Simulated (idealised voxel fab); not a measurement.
Process module name: voxel transistor to metal
Square cell edge 5 nm, section width 195 nm, ID cut.
The cross-sections in this document take the form of a grid made of square cells. They are written out as bands, in order from top to bottom. Each band consists of one or more rows of cells.
This entry defines a band. It first specifies the height of the band's top and the height of its bottom in nm, and then specifies the band's materials from left to right, stating each material with its width in nm. The word "full width" identifies a single material that fills the band from edge to edge, while the word "air" identifies empty space.
Heights are measured from 0, the level below which the as-received wafer is all one material; the lowest band has no bottom and continues downward, written as in "0 down".
The expression "30 to 40" gives the width at the extremes of the band, the first number at its top row of cells and the second at its bottom row, with the width changing by equal amounts from each row to the next in between.
Where a step carries "all unchanged", the cross-section came out of it unchanged, cell for cell.
"Trapped void list": empty spaces of 8 cells or more with no open way to the top, each given as width x height at distance, distance from the left edge, all in nm.
Text after the settings on a step's line: the simulator's own remark on that step.
A step line may carry the setting "overlay nm", which, for steps involving a mask, states the distance by which the mask lay to the right of its intended position; negative values denote displacement to the left.
Note: before/after cross-section pairs follow, one process step per pair, after-side truncated at the lowest changed band, step and settings given beneath. Different runs of this module on the same starting wafer may supply the pairs; a pair continues the one above only where the "Prior to step" entry says so.
-- Prior to step
	20 to 10: aC (40), then air (115), then aC (40)
	10 to 0: SiN (40), then air (115), then SiN (40)
	0 to -5: SiO2 (40), then air (115), then SiO2 (40)
	-5 to -25: Si (40), then air (115), then Si (40)
	-25 down: Si full width
	Trapped void list: none
-- Sectional Result
	10 to 0: SiN (40), then air (115), then SiN (40)
	At heights below 0, the structure remains unaltered.
	Trapped void list: none
In between the before and after cross-sections above, the step is STRIP with etch materials aC
Prior to step: refer to the pair immediately above; the cross-section shown after its step is the state before this one.
-- Sectional Result
	10 to 0: SiN (40), then air (115), then SiN (40)
	0 to -5: SiO2 (40), then air (115), then SiO2 (40)
	-5 to -25: Si (35), then SiO2 (5), then air (115), then SiO2 (5), then Si (35)
	-25 to -30: Si (35), then SiO2 (125), then Si (35)
	At heights below -30, the structure remains unaltered.
	Trapped void list: none
In between the before and after cross-sections above, the step is OXIDIZE with depth nm 5
Prior to step: refer to the pair immediately above; the cross-section shown after its step is the state before this one.
-- Sectional Result
	15 to 10: SiO2 full width
	10 to 0: SiN (40), then SiO2 (115), then SiN (40)
	0 to -5: SiO2 full width
	-5 to -30: Si (35), then SiO2 (125), then Si (35)
	At heights below -30, the structure remains unaltered.
	Trapped void list: none
In between the before and after cross-sections above, the step is FILL_DEP with material SiO2, thk nm 5
Prior to step: refer to the pair immediately above; the cross-section shown after its step is the state before this one.
-- Sectional Result
	10 to 0: SiN (40), then SiO2 (115), then SiN (40)
	At heights below 0, the structure remains unaltered.
	Trapped void list: none
In between the before and after cross-sections above, the step is CMP with height nm 10
Prior to step: refer to the pair immediately above; the cross-section shown after its step is the state before this one.
-- Sectional Result
	10 to 0: SiN (40), then air (115), then SiN (40)
	At heights below 0, the structure remains unaltered.
	Trapped void list: none
In between the before and after cross-sections above, the step is SELECTIVE_ETCH with etch materials SiO2, depth nm 10
Prior to step: refer to the pair immediately above; the cross-section shown after its step is the state before this one.
-- Sectional Result
	0 to -5: SiO2 full width
	At heights below -5, the structure remains unaltered.
	Trapped void list: none
In between the before and after cross-sections above, the step is STRIP with etch materials SiN
Prior to step: refer to the pair immediately above; the cross-section shown after its step is the state before this one.
-- Sectional Result
	-5 to -30: Si (35), then SiO2 (125), then Si (35)
	At heights below -30, the structure remains unaltered.
	Trapped void list: none
In between the before and after cross-sections above, the step is SELECTIVE_ETCH with etch materials SiO2, depth nm 5
Prior to step: refer to the pair immediately above; the cross-section shown after its step is the state before this one.
-- Sectional Result
	-5 to -10: SiO2 full width
	At heights below -10, the structure remains unaltered.
	Trapped void list: none
In between the before and after cross-sections above, the step is OXIDIZE with depth nm 5
Prior to step: refer to the pair immediately above; the cross-section shown after its step is the state before this one.
-- Sectional Result
	25 to -5: polySi full width
	At heights below -5, the structure remains unaltered.
	Trapped void list: none
In between the before and after cross-sections above, the step is DIRECTIONAL_DEP with material polySi, thk nm 30
Prior to step: refer to the pair immediately above; the cross-section shown after its step is the state before this one.
-- Sectional Result
	40 to 25: SiCN full width
	At heights below 25, the structure remains unaltered.
	Trapped void list: none
In between the before and after cross-sections above, the step is DIRECTIONAL_DEP with material SiCN, thk nm 15
Prior to step: refer to the pair immediately above; the cross-section shown after its step is the state before this one.
-- Sectional Result
	60 to 40: air (85), then resist (25), then air (85)
	At heights below 40, the structure remains unaltered.
	Trapped void list: none
In between the before and after cross-sections above, the step is PATTERN with tone cover, mask id GATE, material resist, width nm 25, thk nm 20, overlay nm 0
Prior to step: refer to the pair immediately above; the cross-section shown after its step is the state before this one.
-- Sectional Result
	60 to 40: air (85), then resist (25), then air (85)
	40 to 25: air (85), then SiCN (25), then air (85)
	At heights below 25, the structure remains unaltered.
	Trapped void list: none
In between the before and after cross-sections above, the step is DIRECTIONAL_ETCH with etch materials SiCN, depth nm 25
Prior to step: refer to the pair immediately above; the cross-section shown after its step is the state before this one.
-- Sectional Result
	60 to 40: air (85), then resist (25), then air (85)
	40 to 25: air (85), then SiCN (25), then air (85)
	25 to -5: air (85), then polySi (25), then air (85)
	At heights below -5, the structure remains unaltered.
	Trapped void list: none
In between the before and after cross-sections above, the step is DIRECTIONAL_ETCH with etch materials polySi, depth nm 40
Prior to step: refer to the pair immediately above; the cross-section shown after its step is the state before this one.
-- Sectional Result
	40 to 25: air (85), then SiCN (25), then air (85)
	At heights below 25, the structure remains unaltered.
	Trapped void list: none
In between the before and after cross-sections above, the step is STRIP with etch materials resist
Prior to step: refer to the pair immediately above; the cross-section shown after its step is the state before this one.
-- Sectional Result
	45 to 40: air (80), then SiO2 (35), then air (80)
	40 to 25: air (80), then SiO2 (5), then SiCN (25), then SiO2 (5), then air (80)
	25 to 0: air (80), then SiO2 (5), then polySi (25), then SiO2 (5), then air (80)
	0 to -5: SiO2 (85), then polySi (25), then SiO2 (85)
	At heights below -5, the structure remains unaltered.
	Trapped void list: none
In between the before and after cross-sections above, the step is CONFORMAL_DEP with material SiO2, thk nm 5
Prior to step: refer to the pair immediately above; the cross-section shown after its step is the state before this one.
-- Sectional Result
	40 to 25: air (80), then SiO2 (5), then SiCN (25), then SiO2 (5), then air (80)
	25 to -5: air (80), then SiO2 (5), then polySi (25), then SiO2 (5), then air (80)
	At heights below -5, the structure remains unaltered.
	Trapped void list: none
In between the before and after cross-sections above, the step is DIRECTIONAL_ETCH with etch materials SiO2, depth nm 5
Prior to step: refer to the pair immediately above; the cross-section shown after its step is the state before this one.
-- Sectional Result
	45 to 40: air (75), then SiN (45), then air (75)
	40 to 25: air (75), then SiN (5), then SiO2 (5), then SiCN (25), then SiO2 (5), then SiN (5), then air (75)
	25 to 0: air (75), then SiN (5), then SiO2 (5), then polySi (25), then SiO2 (5), then SiN (5), then air (75)
	0 to -5: SiN (80), then SiO2 (5), then polySi (25), then SiO2 (5), then SiN (80)
	At heights below -5, the structure remains unaltered.
	Trapped void list: none
In between the before and after cross-sections above, the step is CONFORMAL_DEP with material SiN, thk nm 5
Prior to step: refer to the pair immediately above; the cross-section shown after its step is the state before this one.
-- Sectional Result
	40 to 25: air (75), then SiN (5), then SiO2 (5), then SiCN (25), then SiO2 (5), then SiN (5), then air (75)
	25 to -5: air (75), then SiN (5), then SiO2 (5), then polySi (25), then SiO2 (5), then SiN (5), then air (75)
	At heights below -5, the structure remains unaltered.
	Trapped void list: none
In between the before and after cross-sections above, the step is DIRECTIONAL_ETCH with etch materials SiN, depth nm 5
Prior to step: refer to the pair immediately above; the cross-section shown after its step is the state before this one.
-- Sectional Result
	40 to 35: air (75), then SiN (5), then air (5), then SiCN (25), then air (5), then SiN (5), then air (75)
	35 to 25: air (75), then SiN (5), then SiO2 (5), then SiCN (25), then SiO2 (5), then SiN (5), then air (75)
	25 to -5: air (75), then SiN (5), then SiO2 (5), then polySi (25), then SiO2 (5), then SiN (5), then air (75)
	-5 to -10: air (75), then SiO2 (45), then air (75)
	At heights below -10, the structure remains unaltered.
	Trapped void list: none
In between the before and after cross-sections above, the step is DIRECTIONAL_ETCH with etch materials SiO2, depth nm 5
Prior to step: refer to the pair immediately above; the cross-section shown after its step is the state before this one.
-- Sectional Result
	40 to 35: air (75), then SiN (5), then air (5), then SiCN (25), then air (5), then SiN (5), then air (75)
	35 to 25: air (75), then SiN (5), then SiO2 (5), then SiCN (25), then SiO2 (5), then SiN (5), then air (75)
	25 to -5: air (75), then SiN (5), then SiO2 (5), then polySi (25), then SiO2 (5), then SiN (5), then air (75)
	-5 to -10: air (75), then SiO2 (45), then air (75)
	-10 to -20: air (35), then SiO2 (125), then air (35)
	At heights below -20, the structure remains unaltered.
	Trapped void list: none
In between the before and after cross-sections above, the step is DIRECTIONAL_ETCH with etch materials Si, depth nm 10
Prior to step: refer to the pair immediately above; the cross-section shown after its step is the state before this one.
-- Sectional Result
	40 to 35: air (75), then SiN (5), then air (5), then SiCN (25), then air (5), then SiN (5), then air (75)
	35 to 25: air (75), then SiN (5), then SiO2 (5), then SiCN (25), then SiO2 (5), then SiN (5), then air (75)
	25 to -5: air (75), then SiN (5), then SiO2 (5), then polySi (25), then SiO2 (5), then SiN (5), then air (75)
	-5 to -10: air (75), then SiO2 (45), then air (75)
	-10 to -20: nSi (35), then SiO2 (125), then nSi (35)
	At heights below -20, the structure remains unaltered.
	Trapped void list: none
In between the before and after cross-sections above, the step is EPI with material nSi, thk nm 10
Prior to step: refer to the pair immediately above; the cross-section shown after its step is the state before this one.
-- Sectional Result
	50 to 40: SiO2 full width
	40 to 25: SiO2 (75), then SiN (5), then SiO2 (5), then SiCN (25), then SiO2 (5), then SiN (5), then SiO2 (75)
	25 to -5: SiO2 (75), then SiN (5), then SiO2 (5), then polySi (25), then SiO2 (5), then SiN (5), then SiO2 (75)
	-5 to -10: SiO2 full width
	At heights below -10, the structure remains unaltered.
	Trapped void list: none
In between the before and after cross-sections above, the step is FILL_DEP with material SiO2, thk nm 10
Prior to step: refer to the pair immediately above; the cross-section shown after its step is the state before this one.
-- Sectional Result
	25 to -5: SiO2 (75), then SiN (5), then SiO2 (5), then polySi (25), then SiO2 (5), then SiN (5), then SiO2 (75)
	At heights below -5, the structure remains unaltered.
	Trapped void list: none
In between the before and after cross-sections above, the step is CMP with height nm 25
Prior to step: refer to the pair immediately above; the cross-section shown after its step is the state before this one.
-- Sectional Result
	25 to -5: SiO2 (75), then SiN (5), then SiO2 (5), then air (25), then SiO2 (5), then SiN (5), then SiO2 (75)
	At heights below -5, the structure remains unaltered.
	Trapped void list: none
In between the before and after cross-sections above, the step is STRIP with etch materials polySi
Prior to step: refer to the pair immediately above; the cross-section shown after its step is the state before this one.
-- Sectional Result
	25 to 20: air (75), then SiN (5), then air (35), then SiN (5), then air (75)
	20 to -5: SiO2 (75), then SiN (5), then air (35), then SiN (5), then SiO2 (75)
	-5 to -10: SiO2 (80), then air (35), then SiO2 (80)
	At heights below -10, the structure remains unaltered.
	Trapped void list: none
In between the before and after cross-sections above, the step is SELECTIVE_ETCH with etch materials SiO2, depth nm 5
Prior to step: refer to the pair immediately above; the cross-section shown after its step is the state before this one.
-- Sectional Result
	30 to 25: air (70), then HfO2 (15), then air (25), then HfO2 (15), then air (70)
	25 to 20: HfO2 (75), then SiN (5), then HfO2 (5), then air (25), then HfO2 (5), then SiN (5), then HfO2 (75)
	20 to -5: SiO2 (75), then SiN (5), then HfO2 (5), then air (25), then HfO2 (5), then SiN (5), then SiO2 (75)
	-5 to -10: SiO2 (80), then HfO2 (35), then SiO2 (80)
	At heights below -10, the structure remains unaltered.
	Trapped void list: none
In between the before and after cross-sections above, the step is CONFORMAL_DEP with material HfO2, thk nm 5
Prior to step: refer to the pair immediately above; the cross-section shown after its step is the state before this one.
-- Sectional Result
	35 to 30: air (65), then TiN (25), then air (15), then TiN (25), then air (65)
	30 to 25: TiN (70), then HfO2 (15), then TiN (5), then air (15), then TiN (5), then HfO2 (15), then TiN (70)
	25 to 20: HfO2 (75), then SiN (5), then HfO2 (5), then TiN (5), then air (15), then TiN (5), then HfO2 (5), then SiN (5), then HfO2 (75)
	20 to 0: SiO2 (75), then SiN (5), then HfO2 (5), then TiN (5), then air (15), then TiN (5), then HfO2 (5), then SiN (5), then SiO2 (75)
	0 to -5: SiO2 (75), then SiN (5), then HfO2 (5), then TiN (25), then HfO2 (5), then SiN (5), then SiO2 (75)
	At heights below -5, the structure remains unaltered.
	Trapped void list: none
In between the before and after cross-sections above, the step is CONFORMAL_DEP with material TiN, thk nm 5
Prior to step: refer to the pair immediately above; the cross-section shown after its step is the state before this one.
-- Sectional Result
	45 to 35: W full width
	35 to 30: W (65), then TiN (25), then W (15), then TiN (25), then W (65)
	30 to 25: TiN (70), then HfO2 (15), then TiN (5), then W (15), then TiN (5), then HfO2 (15), then TiN (70)
	25 to 20: HfO2 (75), then SiN (5), then HfO2 (5), then TiN (5), then W (15), then TiN (5), then HfO2 (5), then SiN (5), then HfO2 (75)
	20 to 0: SiO2 (75), then SiN (5), then HfO2 (5), then TiN (5), then W (15), then TiN (5), then HfO2 (5), then SiN (5), then SiO2 (75)
	At heights below 0, the structure remains unaltered.
	Trapped void list: none
In between the before and after cross-sections above, the step is FILL_DEP with material W, thk nm 10
Prior to step: refer to the pair immediately above; the cross-section shown after its step is the state before this one.
-- Sectional Result
	20 to 0: SiO2 (75), then SiN (5), then HfO2 (5), then TiN (5), then W (15), then TiN (5), then HfO2 (5), then SiN (5), then SiO2 (75)
	At heights below 0, the structure remains unaltered.
	Trapped void list: none
In between the before and after cross-sections above, the step is CMP with height nm 20
Prior to step: refer to the pair immediately above; the cross-section shown after its step is the state before this one.
-- Sectional Result
	30 to 20: SiO2 full width
	At heights below 20, the structure remains unaltered.
	Trapped void list: none
In between the before and after cross-sections above, the step is DIRECTIONAL_DEP with material SiO2, thk nm 10
Prior to step: refer to the pair immediately above; the cross-section shown after its step is the state before this one.
-- Sectional Result
	30 to 20: SiO2 (45), then air (20), then SiO2 (65), then air (20), then SiO2 (45)
	20 to 0: SiO2 (45), then air (20), then SiO2 (10), then SiN (5), then HfO2 (5), then TiN (5), then W (15), then TiN (5), then HfO2 (5), then SiN (5), then SiO2 (10), then air (20), then SiO2 (45)
	0 to -5: SiO2 (45), then air (20), then SiO2 (10), then SiN (5), then HfO2 (5), then TiN (25), then HfO2 (5), then SiN (5), then SiO2 (10), then air (20), then SiO2 (45)
	-5 to -10: SiO2 (45), then air (20), then SiO2 (15), then HfO2 (35), then SiO2 (15), then air (20), then SiO2 (45)
	At heights below -10, the structure remains unaltered.
	Trapped void list: none
In between the before and after cross-sections above, the step is MASKED_ETCH with tone open, mask id CONTACT, width nm 20, pitch nm 85, etch materials SiO2, depth nm 40, overlay nm 0
Prior to step: refer to the pair immediately above; the cross-section shown after its step is the state before this one.
-- Sectional Result
	35 to 30: TiN (50), then air (10), then TiN (75), then air (10), then TiN (50)
	30 to 20: SiO2 (45), then TiN (5), then air (10), then TiN (5), then SiO2 (65), then TiN (5), then air (10), then TiN (5), then SiO2 (45)
	20 to 0: SiO2 (45), then TiN (5), then air (10), then TiN (5), then SiO2 (10), then SiN (5), then HfO2 (5), then TiN (5), then W (15), then TiN (5), then HfO2 (5), then SiN (5), then SiO2 (10), then TiN (5), then air (10), then TiN (5), then SiO2 (45)
	0 to -5: SiO2 (45), then TiN (5), then air (10), then TiN (5), then SiO2 (10), then SiN (5), then HfO2 (5), then TiN (25), then HfO2 (5), then SiN (5), then SiO2 (10), then TiN (5), then air (10), then TiN (5), then SiO2 (45)
	-5 to -10: SiO2 (45), then TiN (20), then SiO2 (15), then HfO2 (35), then SiO2 (15), then TiN (20), then SiO2 (45)
	At heights below -10, the structure remains unaltered.
	Trapped void list: none
In between the before and after cross-sections above, the step is CONFORMAL_DEP with material TiN, thk nm 5
Prior to step: refer to the pair immediately above; the cross-section shown after its step is the state before this one.
-- Sectional Result
	40 to 35: W full width
	35 to 30: TiN (50), then W (10), then TiN (75), then W (10), then TiN (50)
	30 to 20: SiO2 (45), then TiN (5), then W (10), then TiN (5), then SiO2 (65), then TiN (5), then W (10), then TiN (5), then SiO2 (45)
	20 to 0: SiO2 (45), then TiN (5), then W (10), then TiN (5), then SiO2 (10), then SiN (5), then HfO2 (5), then TiN (5), then W (15), then TiN (5), then HfO2 (5), then SiN (5), then SiO2 (10), then TiN (5), then W (10), then TiN (5), then SiO2 (45)
	0 to -5: SiO2 (45), then TiN (5), then W (10), then TiN (5), then SiO2 (10), then SiN (5), then HfO2 (5), then TiN (25), then HfO2 (5), then SiN (5), then SiO2 (10), then TiN (5), then W (10), then TiN (5), then SiO2 (45)
	At heights below -5, the structure remains unaltered.
	Trapped void list: none
In between the before and after cross-sections above, the step is FILL_DEP with material W, thk nm 5
Prior to step: refer to the pair immediately above; the cross-section shown after its step is the state before this one.
-- Sectional Result
	30 to 20: SiO2 (45), then TiN (5), then W (10), then TiN (5), then SiO2 (65), then TiN (5), then W (10), then TiN (5), then SiO2 (45)
	At heights below 20, the structure remains unaltered.
	Trapped void list: none
In between the before and after cross-sections above, the step is CMP with height nm 30
Prior to step: refer to the pair immediately above; the cross-section shown after its step is the state before this one.
-- Sectional Result
	35 to 30: SiN full width
	At heights below 30, the structure remains unaltered.
	Trapped void list: none
In between the before and after cross-sections above, the step is CONFORMAL_DEP with material SiN, thk nm 5
Prior to step: refer to the pair immediately above; the cross-section shown after its step is the state before this one.
-- Sectional Result
	55 to 35: SiO2 full width
	At heights below 35, the structure remains unaltered.
	Trapped void list: none
In between the before and after cross-sections above, the step is DIRECTIONAL_DEP with material SiO2, thk nm 20
Prior to step: refer to the pair immediately above; the cross-section shown after its step is the state before this one.
-- Sectional Result
	55 to 35: SiO2 (45), then air (20), then SiO2 (65), then air (20), then SiO2 (45)
	At heights below 35, the structure remains unaltered.
	Trapped void list: none
In between the before and after cross-sections above, the step is MASKED_ETCH with tone open, mask id METAL_1, width nm 20, pitch nm 85, etch materials SiO2, depth nm 20, overlay nm 0
Prior to step: refer to the pair immediately above; the cross-section shown after its step is the state before this one.
-- Sectional Result
	55 to 35: SiO2 (45), then air (20), then SiO2 (65), then air (20), then SiO2 (45)
	35 to 30: SiN (45), then air (20), then SiN (65), then air (20), then SiN (45)
	At heights below 30, the structure remains unaltered.
	Trapped void list: none
In between the before and after cross-sections above, the step is MASKED_ETCH with tone open, mask id METAL_1, width nm 20, pitch nm 85, etch materials SiN, depth nm 5, overlay nm 0
Prior to step: refer to the pair immediately above; the cross-section shown after its step is the state before this one.
-- Sectional Result
	60 to 55: TiN (50), then air (10), then TiN (75), then air (10), then TiN (50)
	55 to 35: SiO2 (45), then TiN (5), then air (10), then TiN (5), then SiO2 (65), then TiN (5), then air (10), then TiN (5), then SiO2 (45)
	35 to 30: SiN (45), then TiN (20), then SiN (65), then TiN (20), then SiN (45)
	At heights below 30, the structure remains unaltered.
	Trapped void list: none
In between the before and after cross-sections above, the step is CONFORMAL_DEP with material TiN, thk nm 5
Prior to step: refer to the pair immediately above; the cross-section shown after its step is the state before this one.
-- Sectional Result
	70 to 60: W full width
	60 to 55: TiN (50), then W (10), then TiN (75), then W (10), then TiN (50)
	55 to 35: SiO2 (45), then TiN (5), then W (10), then TiN (5), then SiO2 (65), then TiN (5), then W (10), then TiN (5), then SiO2 (45)
	At heights below 35, the structure remains unaltered.
	Trapped void list: none
In between the before and after cross-sections above, the step is FILL_DEP with material W, thk nm 10
Prior to step: refer to the pair immediately above; the cross-section shown after its step is the state before this one.
-- Sectional Result
	55 to 35: SiO2 (45), then TiN (5), then W (10), then TiN (5), then SiO2 (65), then TiN (5), then W (10), then TiN (5), then SiO2 (45)
	At heights below 35, the structure remains unaltered.
	Trapped void list: none
In between the before and after cross-sections above, the step is CMP with height nm 55
Prior to step: refer to the pair immediately above; the cross-section shown after its step is the state before this one.
-- Sectional Result
	60 to 55: air (40), then Ru (30), then air (55), then Ru (30), then air (40)
	At heights below 55, the structure remains unaltered.
	Trapped void list: none
In between the before and after cross-sections above, the step is EPI with material Ru, thk nm 5
Prior to step: refer to the pair immediately above; the cross-section shown after its step is the state before this one.
-- Sectional Result
	65 to 60: SiCN full width
	60 to 55: SiCN (40), then Ru (30), then SiCN (55), then Ru (30), then SiCN (40)
	At heights below 55, the structure remains unaltered.
	Trapped void list: none
In between the before and after cross-sections above, the step is FILL_DEP with material SiCN, thk nm 5
Prior to step: refer to the pair immediately above; the cross-section shown after its step is the state before this one.
-- Sectional Result
	95 to 65: lowk full width
	At heights below 65, the structure remains unaltered.
	Trapped void list: none
In between the before and after cross-sections above, the step is DIRECTIONAL_DEP with material lowk, thk nm 30
Prior to step: refer to the pair immediately above; the cross-section shown after its step is the state before this one.
-- Sectional Result
	110 to 95: aC full width
	At heights below 95, the structure remains unaltered.
	Trapped void list: none
In between the before and after cross-sections above, the step is DIRECTIONAL_DEP with material aC, thk nm 15
Prior to step: refer to the pair immediately above; the cross-section shown after its step is the state before this one.
-- Sectional Result
	140 to 110: resist (45), then air (15), then resist (70), then air (15), then resist (50)
	At heights below 110, the structure remains unaltered.
	Trapped void list: none
In between the before and after cross-sections above, the step is PATTERN with tone open, mask id METAL_2_HOLES, material resist, width nm 15, pitch nm 85, thk nm 30, overlay nm 0
Prior to step: refer to the pair immediately above; the cross-section shown after its step is the state before this one.
-- Sectional Result
	125 to 110: resist (45), then air (15), then resist (70), then air (15), then resist (50)
	110 to 95: aC (45), then air (15), then aC (70), then air (15), then aC (50)
	At heights below 95, the structure remains unaltered.
	Trapped void list: none
In between the before and after cross-sections above, the step is DIRECTIONAL_ETCH with etch materials aC, depth nm 15
Prior to step: refer to the pair immediately above; the cross-section shown after its step is the state before this one.
-- Sectional Result
	110 to 95: aC (45), then air (15), then aC (70), then air (15), then aC (50)
	At heights below 95, the structure remains unaltered.
	Trapped void list: none
In between the before and after cross-sections above, the step is STRIP with etch materials resist
Prior to step: refer to the pair immediately above; the cross-section shown after its step is the state before this one.
-- Sectional Result
	110 to 95: aC (45), then air (15), then aC (70), then air (15), then aC (50)
	95 to 65: lowk (45), then air (15), then lowk (70), then air (15), then lowk (50)
	At heights below 65, the structure remains unaltered.
	Trapped void list: none
In between the before and after cross-sections above, the step is DIRECTIONAL_ETCH with etch materials lowk, depth nm 30
Prior to step: refer to the pair immediately above; the cross-section shown after its step is the state before this one.
-- Sectional Result
	95 to 65: lowk (45), then air (15), then lowk (70), then air (15), then lowk (50)
	At heights below 65, the structure remains unaltered.
	Trapped void list: none
In between the before and after cross-sections above, the step is STRIP with etch materials aC
Prior to step: refer to the pair immediately above; the cross-section shown after its step is the state before this one.
-- Sectional Result
	95 to 75: lowk (45), then air (20), then lowk (65), then air (20), then lowk (45)
	At heights below 75, the structure remains unaltered.
	Trapped void list: none
In between the before and after cross-sections above, the step is MASKED_ETCH with tone open, mask id METAL_2, width nm 20, pitch nm 85, etch materials lowk, depth nm 20, overlay nm 0
Prior to step: refer to the pair immediately above; the cross-section shown after its step is the state before this one.
-- Sectional Result
	95 to 75: lowk (45), then air (20), then lowk (65), then air (20), then lowk (45)
	75 to 65: lowk (45), then air (15), then lowk (70), then air (15), then lowk (50)
	65 to 60: SiCN (45), then air (15), then SiCN (70), then air (15), then SiCN (50)
	At heights below 60, the structure remains unaltered.
	Trapped void list: none
In between the before and after cross-sections above, the step is MASKED_ETCH with tone open, mask id METAL_2, width nm 20, pitch nm 85, etch materials SiCN, depth nm 5, overlay nm 0
Prior to step: refer to the pair immediately above; the cross-section shown after its step is the state before this one.
-- Sectional Result
	100 to 95: TiN (50), then air (10), then TiN (75), then air (10), then TiN (50)
	95 to 80: lowk (45), then TiN (5), then air (10), then TiN (5), then lowk (65), then TiN (5), then air (10), then TiN (5), then lowk (45)
	80 to 75: lowk (45), then TiN (5), then air (5), then TiN (10), then lowk (65), then TiN (5), then air (5), then TiN (10), then lowk (45)
	75 to 65: lowk (45), then TiN (5), then air (5), then TiN (5), then lowk (70), then TiN (5), then air (5), then TiN (5), then lowk (50)
	65 to 60: SiCN (45), then TiN (15), then SiCN (70), then TiN (15), then SiCN (50)
	At heights below 60, the structure remains unaltered.
	Trapped void list: none
In between the before and after cross-sections above, the step is CONFORMAL_DEP with material TiN, thk nm 5
Prior to step: refer to the pair immediately above; the cross-section shown after its step is the state before this one.
-- Sectional Result
	110 to 100: Cu full width
	100 to 95: TiN (50), then Cu (10), then TiN (75), then Cu (10), then TiN (50)
	95 to 80: lowk (45), then TiN (5), then Cu (10), then TiN (5), then lowk (65), then TiN (5), then Cu (10), then TiN (5), then lowk (45)
	80 to 75: lowk (45), then TiN (5), then Cu (5), then TiN (10), then lowk (65), then TiN (5), then Cu (5), then TiN (10), then lowk (45)
	75 to 65: lowk (45), then TiN (5), then Cu (5), then TiN (5), then lowk (70), then TiN (5), then Cu (5), then TiN (5), then lowk (50)
	At heights below 65, the structure remains unaltered.
	Trapped void list: none
In between the before and after cross-sections above, the step is FILL_DEP with material Cu, thk nm 10
Prior to step: refer to the pair immediately above; the cross-section shown after its step is the state before this one.
-- Sectional Result
	95 to 80: lowk (45), then TiN (5), then Cu (10), then TiN (5), then lowk (65), then TiN (5), then Cu (10), then TiN (5), then lowk (45)
	At heights below 80, the structure remains unaltered.
	Trapped void list: none
In between the before and after cross-sections above, the step is CMP with height nm 95
Prior to step: refer to the pair immediately above; the cross-section shown after its step is the state before this one.
-- Sectional Result
	100 to 95: SiN full width
	At heights below 95, the structure remains unaltered.
	Trapped void list: none
In between the before and after cross-sections above, the step is CONFORMAL_DEP with material SiN, thk nm 5
